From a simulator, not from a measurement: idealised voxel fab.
process module | voxel lift off
cross-section cut | 220 nm wide | cells 5 nm
A cross-section is a grid of square cells, given in bands from the top down. A band is one or more rows of cells.
Each band's line starts with the height of the band's top and of its bottom, in nm. Then come its materials from left to right, each with its width in nm. One material with "throughout" fills the band from edge to edge. "air" is empty space.
Height 0 is the level under which the wafer as received is all one material. The lowest band goes on downwards, as in "0 down".
A width such as "30 to 40" changes by the same amount from each row of cells to the next, from the band's top row to its bottom row.
"no change" after a step means that no cell of the cross-section changed.
closed voids: empty space of 8 cells or more with no open way to the top, each as width x height at its distance from the left edge, in nm
after a step's settings: what the simulator itself notes on the step
overlay nm, on a step with a mask: how far to the right of its planned place the mask lay; to the left if negative
plan
1 op RECEIVE | material Si
2 op CONFORMAL_DEP | material SiO2 | thk nm 15
3 op PATTERN | tone open | mask id LINES | material resist | width nm 15 | pitch nm 40 | thk nm 25 | overlay nm 0
4 op DIRECTIONAL_DEP | material Ru | thk nm 10
5 op STRIP | etch materials resist
6 op CONFORMAL_DEP | material SiCN | thk nm 10
as received, after step 1
  0 down: Si throughout
  closed voids: none
a wafer at the end: this start, this plan, one mistake
  50 to 40: air 50 | SiCN 35 | air 5 | SiCN 35 | air 5 | SiCN 35 | air 55
  40 to 30: SiCN 60 | Ru 15 | SiCN 25 | Ru 15 | SiCN 25 | Ru 15 | SiCN 65
  30 to 0: SiO2 throughout
  0 down: Si throughout
  closed voids: none
what went wrong: step 2 was run twice
